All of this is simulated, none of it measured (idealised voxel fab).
The document below concerns the process module designated voxel wiring stack.
Cross-section cut: width 215 nm, square cells of 5 nm.
If you're reading a cross-section in this doc, picture square cells in a grid; it comes to you as bands, top ones listed first down to the bottom, and a band can be one or more rows of cells.
Basically the band line says how high the top is and how high the bottom is, in nm, and then what's in it from left to right, every material with its width in nm. Empty space shows up as "blank", and if a single material carries "everywhere" it runs the full band edge to edge.
For the purposes of this specification, 0 denotes the height below which the wafer in its as-received condition is composed wholly of one material, and the lowermost band, lacking a lower limit, extends downward without end, as expressed in "top 0, no bottom".
Per-row width for "30..40": begins at first number (top row of band), ends at second number (bottom row), increment between rows held constant.
Key: "nothing got changed" - step with no changed cell in the cross-section.
This entry, "Sealed cavities", enumerates those empty regions of no fewer than 8 cells that possess no open connection to the top. Each region is reported in the form width x height at distance, the distance being taken from the left edge, with all three quantities expressed in nm.
Text after the settings on a step's line: the simulator's own remark on that step.
overlay nm: step with mask; distance mask lay right of planned place; negative value = left of planned place.
This section lists the process steps that were planned
1. RECEIVE: material Si
2. CONFORMAL_DEP: material SiO2, thk nm 15
3. CONFORMAL_DEP: material SiCN, thk nm 5
4. DIRECTIONAL_DEP: material SiO2, thk nm 25
5. PATTERN: tone open, mask id METAL_1, material resist, width nm 20, pitch nm 45, thk nm 15, overlay nm 0
6. DIRECTIONAL_ETCH: etch materials SiO2, depth nm 25
7. DIRECTIONAL_ETCH: etch materials SiCN, depth nm 5
8. STRIP: etch materials resist
9. CONFORMAL_DEP: material TiN, thk nm 5
10. FILL_DEP: material W, thk nm 10
11. CMP: height nm 45
12. CONFORMAL_DEP: material SiCN, thk nm 5
13. DIRECTIONAL_DEP: material lowk, thk nm 10
14. PATTERN: tone open, mask id PLUG_1, material resist, width nm 15, pitch nm 90, thk nm 20, overlay nm 0
15. DIRECTIONAL_ETCH: etch materials lowk, depth nm 10
16. DIRECTIONAL_ETCH: etch materials SiCN, depth nm 5
17. STRIP: etch materials resist
18. CONFORMAL_DEP: material TiN, thk nm 5
19. FILL_DEP: material Cu, thk nm 5
20. CMP: height nm 60
21. CONFORMAL_DEP: material SiCN, thk nm 5
22. DIRECTIONAL_DEP: material lowk, thk nm 20
23. DIRECTIONAL_DEP: material aC, thk nm 15
24. PATTERN: tone open, mask id METAL_2, material resist, width nm 20, pitch nm 45, thk nm 30, overlay nm 0
25. DIRECTIONAL_ETCH: etch materials aC, depth nm 15
26. STRIP: etch materials resist
27. DIRECTIONAL_ETCH: etch materials lowk, depth nm 20
28. DIRECTIONAL_ETCH: etch materials SiCN, depth nm 5
29. STRIP: etch materials aC
30. CONFORMAL_DEP: material TiN, thk nm 5
31. FILL_DEP: material Ru, thk nm 10
32. CMP: height nm 85
33. CONFORMAL_DEP: material SiCN, thk nm 5
34. DIRECTIONAL_DEP: material SiO2, thk nm 30
35. PATTERN: tone open, mask id METAL_3, material resist, width nm 20, pitch nm 45, thk nm 20, overlay nm 0
36. DIRECTIONAL_ETCH: etch materials SiO2, depth nm 20
37. STRIP: etch materials resist
38. MASKED_ETCH: tone open, mask id METAL_3_HOLES, width nm 15, pitch nm 90, etch materials SiO2, depth nm 10, overlay nm 0
39. MASKED_ETCH: tone open, mask id METAL_3_HOLES, width nm 15, pitch nm 90, etch materials SiCN, depth nm 5, overlay nm 0
40. CONFORMAL_DEP: material TiN, thk nm 5
41. FILL_DEP: material Cu, thk nm 5
42. CMP: height nm 120
43. CONFORMAL_DEP: material SiCN, thk nm 5
Cross-section: wafer on arrival = after step 1
- top 0, no bottom | Si everywhere
- Sealed cavities: none
Module complete, cross-section. Starting point and plan per above. One mistake made in running the module
- top 125, bottom 120 | SiCN everywhere
- top 120, bottom 115 | SiO2 50 nm; TiN 5 nm; Cu 10 nm; TiN 5 nm; SiO2 25 nm; TiN 5 nm; Cu 10 nm; TiN 5 nm; SiO2 25 nm; TiN 5 nm; Cu 10 nm; TiN 5 nm; SiO2 55 nm
- top 115, bottom 110 | SiO2 50 nm; TiN 5 nm; Cu 5 nm; TiN 10 nm; SiO2 25 nm; TiN 20 nm; SiO2 25 nm; TiN 5 nm; Cu 5 nm; TiN 10 nm; SiO2 55 nm
- top 110, bottom 100 | SiO2 50 nm; TiN 5 nm; Cu 5 nm; TiN 5 nm; SiO2 75 nm; TiN 5 nm; Cu 5 nm; TiN 5 nm; SiO2 60 nm
- top 100, bottom 95 | SiCN 50 nm; TiN 15 nm; SiCN 75 nm; TiN 15 nm; SiCN 60 nm
- top 95, bottom 90 | Ru everywhere
- top 90, bottom 85 | TiN 55 nm; Ru 10 nm; TiN 35 nm; Ru 10 nm; TiN 35 nm; Ru 10 nm; TiN 60 nm
- top 85, bottom 65 | lowk 50 nm; TiN 5 nm; Ru 10 nm; TiN 5 nm; lowk 25 nm; TiN 5 nm; Ru 10 nm; TiN 5 nm; lowk 25 nm; TiN 5 nm; Ru 10 nm; TiN 5 nm; lowk 55 nm
- top 65, bottom 60 | SiCN 50 nm; TiN 20 nm; SiCN 25 nm; TiN 20 nm; SiCN 25 nm; TiN 20 nm; SiCN 55 nm
- top 60, bottom 50 | lowk 50 nm; TiN 5 nm; Cu 5 nm; TiN 5 nm; lowk 75 nm; TiN 5 nm; Cu 5 nm; TiN 5 nm; lowk 60 nm
- top 50, bottom 45 | SiCN 50 nm; TiN 15 nm; SiCN 75 nm; TiN 15 nm; SiCN 60 nm
- top 45, bottom 20 | SiO2 50 nm; TiN 5 nm; W 10 nm; TiN 5 nm; SiO2 25 nm; TiN 5 nm; W 10 nm; TiN 5 nm; SiO2 25 nm; TiN 5 nm; W 10 nm; TiN 5 nm; SiO2 55 nm
- top 20, bottom 15 | SiCN 50 nm; TiN 20 nm; SiCN 25 nm; TiN 20 nm; SiCN 25 nm; TiN 20 nm; SiCN 55 nm
- top 15, bottom 0 | SiO2 everywhere
- top 0, no bottom | Si everywhere
- Sealed cavities: none
Diagnosis: step 32 did not happen as planned, as run it was CMP: height nm 95
